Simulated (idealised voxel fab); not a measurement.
process module | voxel self aligned vias
cross-section cut | 260 nm wide | cells 5 nm
A cross-section is a grid of square cells, given in bands from the top down. A band is one or more rows of cells.
Each band's line starts with the height of the band's top and of its bottom, in nm. Then come its materials from left to right, each with its width in nm. One material with "throughout" fills the band from edge to edge. "air" is empty space.
Height 0 is the level under which the wafer as received is all one material. The lowest band goes on downwards, as in "0 down".
A width such as "30 to 40" changes by the same amount from each row of cells to the next, from the band's top row to its bottom row.
"no change" after a step means that no cell of the cross-section changed.
closed voids: empty space of 8 cells or more with no open way to the top, each as width x height at its distance from the left edge, in nm
after a step's settings: what the simulator itself notes on the step
overlay nm, on a step with a mask: how far to the right of its planned place the mask lay; to the left if negative
plan
1 op RECEIVE | material Si
2 op CONFORMAL_DEP | material SiO2 | thk nm 10
3 op CONFORMAL_DEP | material SiCN | thk nm 5
4 op DIRECTIONAL_DEP | material SiO2 | thk nm 30
5 op MASKED_ETCH | tone open | mask id LINES | width nm 20 | pitch nm 55 | etch materials SiO2 | depth nm 30 | overlay nm 0
6 op CONFORMAL_DEP | material TiN | thk nm 5
7 op FILL_DEP | material Ru | thk nm 5
8 op CMP | height nm 40
9 op SELECTIVE_ETCH | etch materials W Ru TiN | depth nm 5
10 op FILL_DEP | material SiN | thk nm 5
11 op CMP | height nm 45
12 op DIRECTIONAL_DEP | material SiO2 | thk nm 15
13 op MASKED_ETCH | tone open | mask id VIAS | width nm 30 | pitch nm 55 | etch materials SiO2 | depth nm 15 | overlay nm 0
14 op MASKED_ETCH | tone open | mask id VIAS | width nm 30 | pitch nm 55 | etch materials SiN | depth nm 5 | overlay nm 0
15 op CONFORMAL_DEP | material TiN | thk nm 5
16 op FILL_DEP | material Cu | thk nm 10
17 op CMP | height nm 60
18 op CONFORMAL_DEP | material SiN | thk nm 5
varied across the wafers: height nm of step 8. The plan shows the first wafer's value. All wafers start alike
first wafer as received, after step 1
  0 down: Si throughout
  closed voids: none
each wafer at the end: cells of each material gained (+) or lost (-) since it was received, then its closed voids
height nm 40 | +36 Cu | +18 Ru | +52 SiCN | +98 SiN | +406 SiO2 | +66 TiN | closed voids: none
height nm 45 | +30 Cu | +24 Ru | +52 SiCN | +52 SiN | +446 SiO2 | +72 TiN | closed voids: none
height nm 50 | +24 Cu | +30 Ru | +52 SiCN | +52 SiN | +446 SiO2 | +72 TiN | closed voids: none
height nm 55 | +24 Cu | +30 Ru | +52 SiCN | +52 SiN | +446 SiO2 | +72 TiN | closed voids: none
